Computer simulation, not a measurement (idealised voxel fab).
Herein follows the process module entitled voxel wiring stack.
Pictured: cross-section cut, 250 nm wide, on a grid of 5 nm square cells.
Cross-sections here: square-cell grids, written as top-down lists of bands, a band being one or more rows of cells. In this notation a band is specified by the heights of its top and bottom, in that order and in nm, after which its materials appear from left to right, each paired with its width in nm. The word "throughout" attached to a single material means that material fills the band from edge to edge; the word "blank" stands for empty space. Heights are reckoned from 0. Under this level, the received wafer is all of one material. The bottommost band is open-ended downward, for example "z 0 and below". With a width like "30->40", each row of cells in the band differs from the next by the same amount, the top row carrying the first number and the bottom row the second. Take "stayed the same" at face value: in the step it is given for, the cross-section changed in none of its cells. Each empty space that has no open way to the top and spans at least 8 cells appears under "Catalogued sealed voids" as width x height at distance, the distance counted from the left edge, all in nm. Formally, on a step line, whatever follows the settings is a remark that the simulator itself makes on the step. Among the settings permitted on a step's line is "overlay nm"; applied to a step with a mask, it specifies the extent to which the mask lay to the right of its planned position, whereas a negative figure signifies a position to the left.

Below is the list of planned process steps
1: RECEIVE, material Si
2: CONFORMAL_DEP, material SiO2, thk nm 15
3: CONFORMAL_DEP, material SiN, thk nm 5
4: DIRECTIONAL_DEP, material lowk, thk nm 20
5: MASKED_ETCH, tone open, mask id METAL_1, width nm 30, pitch nm 60, etch materials lowk, depth nm 20, overlay nm 0
6: MASKED_ETCH, tone open, mask id METAL_1, width nm 30, pitch nm 60, etch materials SiN, depth nm 5, overlay nm 0
7: CONFORMAL_DEP, material TiN, thk nm 5
8: FILL_DEP, material Cu, thk nm 10
9: CMP, height nm 40
10: CONFORMAL_DEP, material SiCN, thk nm 5
11: DIRECTIONAL_DEP, material lowk, thk nm 20
12: PATTERN, tone open, mask id PLUG_1, material resist, width nm 15, pitch nm 60, thk nm 15, overlay nm 0
13: DIRECTIONAL_ETCH, etch materials lowk, depth nm 20
14: DIRECTIONAL_ETCH, etch materials SiCN, depth nm 5
15: STRIP, etch materials resist
16: CONFORMAL_DEP, material TiN, thk nm 5
17: FILL_DEP, material Ru, thk nm 5
18: CMP, height nm 65
19: CONFORMAL_DEP, material SiN, thk nm 5
20: DIRECTIONAL_DEP, material SiO2, thk nm 15
21: DIRECTIONAL_DEP, material aC, thk nm 15
22: PATTERN, tone open, mask id METAL_2, material resist, width nm 30, pitch nm 60, thk nm 35, overlay nm 0
23: DIRECTIONAL_ETCH, etch materials aC, depth nm 15
24: STRIP, etch materials resist
25: DIRECTIONAL_ETCH, etch materials SiO2, depth nm 15
26: DIRECTIONAL_ETCH, etch materials SiN, depth nm 5
27: STRIP, etch materials aC
28: CONFORMAL_DEP, material TiN, thk nm 5
29: FILL_DEP, material Cu, thk nm 5
30: CMP, height nm 85
31: CONFORMAL_DEP, material SiN, thk nm 5
Keep in mind the plan's value for the thk nm of step 16 comes from the first wafer; the wafers don't share that setting, but they do share the same starting point.

After step 1, as received: first of several wafers, cross-section
  z 0 and below  Si throughout
  Catalogued sealed voids: none

So in this table every wafer gets its own row, and what you see is where it stands at the end of the module: for each material, how many cells it picked up (+) or gave up (-) since we received it, and after that its closed voids
thk nm 5, +84 Cu, +12 Ru, +41 SiCN, +114 SiN, +246 SiO2, +111 TiN, +292 lowk, Catalogued sealed voids: none
thk nm 10, +84 Cu, +41 SiCN, +114 SiN, +246 SiO2, +123 TiN, +292 lowk, Catalogued sealed voids: none
thk nm 15, +84 Cu, +41 SiCN, +114 SiN, +246 SiO2, +123 TiN, +292 lowk, Catalogued sealed voids: none
thk nm 20, +84 Cu, +41 SiCN, +114 SiN, +246 SiO2, +123 TiN, +292 lowk, Catalogued sealed voids: none
